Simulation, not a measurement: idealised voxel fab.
process module | voxel ribs on slabs
cross-section cut | 160 nm wide | cells 5 nm
A cross-section is a grid of square cells, given in bands from the top down. A band is one or more rows of cells.
Each band's line starts with the height of the band's top and of its bottom, in nm. Then come its materials from left to right, each with its width in nm. One material with "throughout" fills the band from edge to edge. "air" is empty space.
Height 0 is the level under which the wafer as received is all one material. The lowest band goes on downwards, as in "0 down".
A width such as "30 to 40" changes by the same amount from each row of cells to the next, from the band's top row to its bottom row.
"no change" after a step means that no cell of the cross-section changed.
closed voids: empty space of 8 cells or more with no open way to the top, each as width x height at its distance from the left edge, in nm
after a step's settings: what the simulator itself notes on the step
overlay nm, on a step with a mask: how far to the right of its planned place the mask lay; to the left if negative
plan
1 op RECEIVE | material Si
2 op DIRECTIONAL_DEP | material SiO2 | thk nm 30
3 op DIRECTIONAL_DEP | material SiN | thk nm 25
4 op PATTERN | tone cover | mask id RIB | material resist | width nm 15 | thk nm 15 | overlay nm 0
5 op DIRECTIONAL_ETCH | etch materials SiN | depth nm 10
6 op STRIP | etch materials resist
7 op PATTERN | tone cover | mask id SLAB | material resist | width nm 55 | thk nm 20 | overlay nm 0
8 op DIRECTIONAL_ETCH | etch materials SiN | depth nm 15
9 op STRIP | etch materials resist
10 op FILL_DEP | material SiO2 | thk nm 25
11 op CMP | height nm 70
12 op DIRECTIONAL_DEP | material TiN | thk nm 10
13 op MASKED_ETCH | tone cover | mask id HEATER | width nm 25 | etch materials TiN | depth nm 10 | overlay nm 0
14 op CONFORMAL_DEP | material SiN | thk nm 10
as received, after step 1
  0 down: Si throughout
  closed voids: none
first wafer at the end, as planned
  90 to 80: air 55 | SiN 45 | air 60
  80 to 70: SiN 65 | TiN 25 | SiN 70
  70 to 55: SiO2 throughout
  55 to 45: SiO2 70 | SiN 15 | SiO2 75
  45 to 30: SiO2 50 | SiN 55 | SiO2 55
  30 to 0: SiO2 throughout
  0 down: Si throughout
  closed voids: none
second wafer at the end: like start, like plan, one mistake
  90 to 80: air 55 | SiN 45 | air 60
  80 to 70: SiN 65 | TiN 25 | SiN 70
  70 to 60: SiO2 throughout
  60 to 50: SiO2 70 | SiN 15 | SiO2 75
  50 to 35: SiO2 50 | SiN 55 | SiO2 55
  35 to 30: SiN throughout
  30 to 0: SiO2 throughout
  0 down: Si throughout
  closed voids: none
what went wrong: step 3 ran as: op DIRECTIONAL_DEP | material SiN | thk nm 30
at the end the second wafer has, in cells: 32 more of SiN | 32 fewer of SiO2
